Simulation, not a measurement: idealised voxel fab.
Module name: voxel self aligned vias (process module)
Displayed cross-section: cut, width of 200 nm, square cells sized 5 nm.
Just so we're on the same page, the cross-sections are grids of square cells, and they're listed out in bands top to bottom, each band one or more rows deep.
Top, bottom (nm), then materials left to right with widths (nm); lone material tagged "all across" fills the whole band edge to edge; "air" = empty space.
Heights from 0 (as-received wafer is one material below). Bottom band endless downward, as "top 0, no bottom".
You'd read "30 to 40" like this: the band's top row of cells is as wide as the first number, its bottom row is as wide as the second, and going down, every row changes width by the same amount as the row before did.
Basically "no modifications" means that step didn't change any cell in the cross-section.
"Closed void list": empty spaces of 8 cells or more with no open way to the top, each given as width x height at distance, distance from the left edge, all in nm.
If you see something after the settings on a step's line, that's the simulator's own remark about that step.
For masked steps, "overlay nm" on the step line gives how far right of plan the mask actually lay; a minus sign means it lay to the left.
LISTED BELOW ARE THE PROCESS STEPS AS PLANNED
| 1 | RECEIVE,material Si |
| 2 | CONFORMAL_DEP,material SiO2,thk nm 15 |
| 3 | CONFORMAL_DEP,material SiCN,thk nm 5 |
| 4 | DIRECTIONAL_DEP,material lowk,thk nm 20 |
| 5 | PATTERN,tone open,mask id LINES,material resist,width nm 20,pitch nm 45,thk nm 20,overlay nm 0 |
| 6 | DIRECTIONAL_ETCH,etch materials lowk,depth nm 20 |
| 7 | STRIP,etch materials resist |
| 8 | CONFORMAL_DEP,material TiN,thk nm 5 |
| 9 | FILL_DEP,material Ru,thk nm 10 |
| 10 | CMP,height nm 40 |
| 11 | SELECTIVE_ETCH,etch materials W Ru TiN,depth nm 10 |
| 12 | FILL_DEP,material SiN,thk nm 10 |
| 13 | CMP,height nm 40 |
| 14 | DIRECTIONAL_DEP,material lowk,thk nm 15 |
| 15 | MASKED_ETCH,tone open,mask id VIAS,width nm 30,pitch nm 90,etch materials lowk,depth nm 15,overlay nm 0 |
| 16 | MASKED_ETCH,tone open,mask id VIAS,width nm 30,pitch nm 90,etch materials SiN,depth nm 10,overlay nm 0 |
| 17 | CONFORMAL_DEP,material TiN,thk nm 5 |
| 18 | FILL_DEP,material Ru,thk nm 5 |
| 19 | CMP,height nm 55 |
| 20 | CONFORMAL_DEP,material SiN,thk nm 5 |
CROSS-SECTION OF THE WAFER AT RECEIPT, WHICH IS THE CONDITION AFTER STEP 1
  top 0, no bottom: Si all across
  Closed void list: none
BELOW IS THE WAFER IN CROSS-SECTION AFTER THE MODULE WAS COMPLETED. IT BEGAN FROM THE STARTING POINT SHOWN ABOVE AND FOLLOWED THE PLAN SHOWN ABOVE, EXCEPT THAT ONE MISTAKE WAS MADE WHILE RUNNING IT
  top 60, bottom 55: SiN all across
  top 55, bottom 45: 35 lowk, 5 TiN, 30 Ru, 5 TiN, 50 lowk, 5 TiN, 30 Ru, 5 TiN, 35 lowk
  top 45, bottom 40: 35 lowk, 15 TiN, 10 Ru, 15 TiN, 50 lowk, 15 TiN, 10 Ru, 15 TiN, 35 lowk
  top 40, bottom 35: 45 lowk, 5 TiN, 10 Ru, 5 TiN, 25 lowk, 20 SiN, 25 lowk, 5 TiN, 10 Ru, 5 TiN, 45 lowk
  top 35, bottom 30: 45 lowk, 20 TiN, 25 lowk, 20 SiN, 25 lowk, 20 TiN, 45 lowk
  top 30, bottom 25: 45 lowk, 5 TiN, 10 Ru, 5 TiN, 25 lowk, 5 TiN, 10 Ru, 5 TiN, 25 lowk, 5 TiN, 10 Ru, 5 TiN, 45 lowk
  top 25, bottom 20: 45 lowk, 20 TiN, 25 lowk, 20 TiN, 25 lowk, 20 TiN, 45 lowk
  top 20, bottom 15: SiCN all across
  top 15, bottom 0: SiO2 all across
  top 0, no bottom: Si all across
  Closed void list: none
Diagnosis: not per plan at step 15, really ran MASKED_ETCH,tone open,mask id VIAS,width nm 40,pitch nm 90,etch materials lowk,depth nm 15,overlay nm 0
